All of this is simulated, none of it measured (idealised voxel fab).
Module name: voxel released beams (process module)
It is cross-section cut that appears here, measuring 285 nm in width, its square cells being 5 nm in size.
Cross-section format: a grid of square cells, given as bands from top to bottom; each band is one or more rows of cells.
A band entry consists of two parts. The first gives the height of the band's top and the height of its bottom, in nm. The rest lists the band's materials from left to right, each with its width in nm. A single material labelled with the word "edge to edge" fills the band from edge to edge, and the word "air" marks empty space.
Measure heights from 0. That's the level where, below it, the as-received wafer is all one material. The lowest band is bottomless and extends downward; write it as in "from 0 down".
Width: "30->40" (first number = top row, second number = bottom row, same change from row to row of cells).
When a step is marked "no alterations made", none of the cells in the cross-section changed during that step.
Basically, "Sealed void list" tells you about the enclosed voids: empty spaces with no open way to the top, 8 cells or bigger, each written width x height at distance, where distance is from the left edge, all in nm.
Post-settings text on a step line: simulator's own remark regarding the step.
On any step carrying a mask, the "overlay nm" setting, if present on the step's line, tells how far right of its planned place the mask lay; negative values point to the left.

### Process steps foreseen in the plan
| 1 | RECEIVE | material Si |
| 2 | CONFORMAL_DEP | material SiN | thk nm 10 |
| 3 | DIRECTIONAL_DEP | material SiO2 | thk nm 10 |
| 4 | MASKED_ETCH | tone open | mask id ANCHOR | width nm 30 | etch materials SiO2 | depth nm 10 | overlay nm 0 |
| 5 | CONFORMAL_DEP | material polySi | thk nm 10 |
| 6 | DIRECTIONAL_DEP | material aC | thk nm 15 |
| 7 | PATTERN | tone cover | mask id BEAM | material resist | width nm 110 | thk nm 30 | overlay nm 0 |
| 8 | DIRECTIONAL_ETCH | etch materials aC | depth nm 15 |
| 9 | STRIP | etch materials resist |
| 10 | DIRECTIONAL_ETCH | etch materials polySi | depth nm 10 |
| 11 | STRIP | etch materials aC |
| 12 | STRIP | etch materials SiO2 |

### first wafer, as planned

### This is the cross-section of the wafer as we received it, i.e. after step 1
> from 0 down: Si edge to edge
> Sealed void list: none

### Step 2 done - wafer cross-section
> from 10 to 0: SiN edge to edge
> At heights below 0, the structure remains unaltered.

### Step 3 done - wafer cross-section
> from 20 to 10: SiO2 edge to edge
> At heights below 10, the structure remains unaltered.

### Step 4 done - wafer cross-section
> from 20 to 10: 90 of SiO2; 30 of air; 165 of SiO2
> At heights below 10, the structure remains unaltered.

### Step 5 done - wafer cross-section
> from 30 to 20: 100 of polySi; 10 of air; 175 of polySi
> from 20 to 10: 90 of SiO2; 30 of polySi; 165 of SiO2
> At heights below 10, the structure remains unaltered.

### Step 6 done - wafer cross-section
> from 45 to 35: 100 of aC; 10 of air; 175 of aC
> from 35 to 30: aC edge to edge
> from 30 to 20: 100 of polySi; 10 of aC; 175 of polySi
> At heights below 20, the structure remains unaltered.

### Step 7 done - wafer cross-section
> from 75 to 45: 85 of air; 110 of resist; 90 of air
> from 45 to 35: 100 of aC; 10 of resist; 175 of aC
> At heights below 35, the structure remains unaltered.

### Step 8 done - wafer cross-section
> from 60 to 45: 85 of air; 110 of resist; 90 of air
> from 45 to 35: 85 of air; 15 of aC; 10 of resist; 85 of aC; 90 of air
> from 35 to 30: 85 of air; 110 of aC; 90 of air
> At heights below 30, the structure remains unaltered.

### Step 9 done - wafer cross-section
> from 45 to 35: 85 of air; 15 of aC; 10 of air; 85 of aC; 90 of air
> At heights below 35, the structure remains unaltered.

### Step 10 done - wafer cross-section
> from 45 to 35: 85 of air; 15 of aC; 10 of air; 85 of aC; 90 of air
> from 35 to 30: 85 of air; 110 of aC; 90 of air
> from 30 to 20: 85 of air; 15 of polySi; 10 of aC; 85 of polySi; 90 of air
> At heights below 20, the structure remains unaltered.

### Step 11 done - wafer cross-section
> from 30 to 20: 85 of air; 15 of polySi; 10 of air; 85 of polySi; 90 of air
> At heights below 20, the structure remains unaltered.

### Step 12 done - wafer cross-section
> from 30 to 20: 85 of air; 15 of polySi; 10 of air; 85 of polySi; 90 of air
> from 20 to 10: 90 of air; 30 of polySi; 165 of air
> At heights below 10, the structure remains unaltered.

### Wafer two of the pair: same origin, same plan, one error during the run; identical to wafer one up to and including step 1

### Planned end of step 2: second wafer, cross-section
> from 5 to 0: SiN edge to edge
> At heights below 0, the structure remains unaltered.

### Planned end of step 3: second wafer, cross-section
> from 15 to 5: SiO2 edge to edge
> At heights below 5, the structure remains unaltered.

### Planned end of step 4: second wafer, cross-section
> from 15 to 5: 90 of SiO2; 30 of air; 165 of SiO2
> At heights below 5, the structure remains unaltered.

### Planned end of step 5: second wafer, cross-section
> from 25 to 15: 100 of polySi; 10 of air; 175 of polySi
> from 15 to 5: 90 of SiO2; 30 of polySi; 165 of SiO2
> At heights below 5, the structure remains unaltered.

### Planned end of step 6: second wafer, cross-section
> from 40 to 30: 100 of aC; 10 of air; 175 of aC
> from 30 to 25: aC edge to edge
> from 25 to 15: 100 of polySi; 10 of aC; 175 of polySi
> At heights below 15, the structure remains unaltered.

### Planned end of step 7: second wafer, cross-section
> from 70 to 40: 85 of air; 110 of resist; 90 of air
> from 40 to 30: 100 of aC; 10 of resist; 175 of aC
> At heights below 30, the structure remains unaltered.

### Planned end of step 8: second wafer, cross-section
> from 55 to 40: 85 of air; 110 of resist; 90 of air
> from 40 to 30: 85 of air; 15 of aC; 10 of resist; 85 of aC; 90 of air
> from 30 to 25: 85 of air; 110 of aC; 90 of air
> At heights below 25, the structure remains unaltered.

### Planned end of step 9: second wafer, cross-section
> from 40 to 30: 85 of air; 15 of aC; 10 of air; 85 of aC; 90 of air
> At heights below 30, the structure remains unaltered.

### Planned end of step 10: second wafer, cross-section
> from 40 to 30: 85 of air; 15 of aC; 10 of air; 85 of aC; 90 of air
> from 30 to 25: 85 of air; 110 of aC; 90 of air
> from 25 to 15: 85 of air; 15 of polySi; 10 of aC; 85 of polySi; 90 of air
> At heights below 15, the structure remains unaltered.

### Planned end of step 11: second wafer, cross-section
> from 25 to 15: 85 of air; 15 of polySi; 10 of air; 85 of polySi; 90 of air
> At heights below 15, the structure remains unaltered.

### Planned end of step 12: second wafer, cross-section
> from 25 to 15: 85 of air; 15 of polySi; 10 of air; 85 of polySi; 90 of air
> from 15 to 5: 90 of air; 30 of polySi; 165 of air
> At heights below 5, the structure remains unaltered.
Here's what went sideways: step 2 was processed under conditions differing from the plan, specifically as CONFORMAL_DEP | material SiN | thk nm 5
Bottom line after processing is that, in cells, the second wafer is up or down on some materials versus the first: -57 SiN
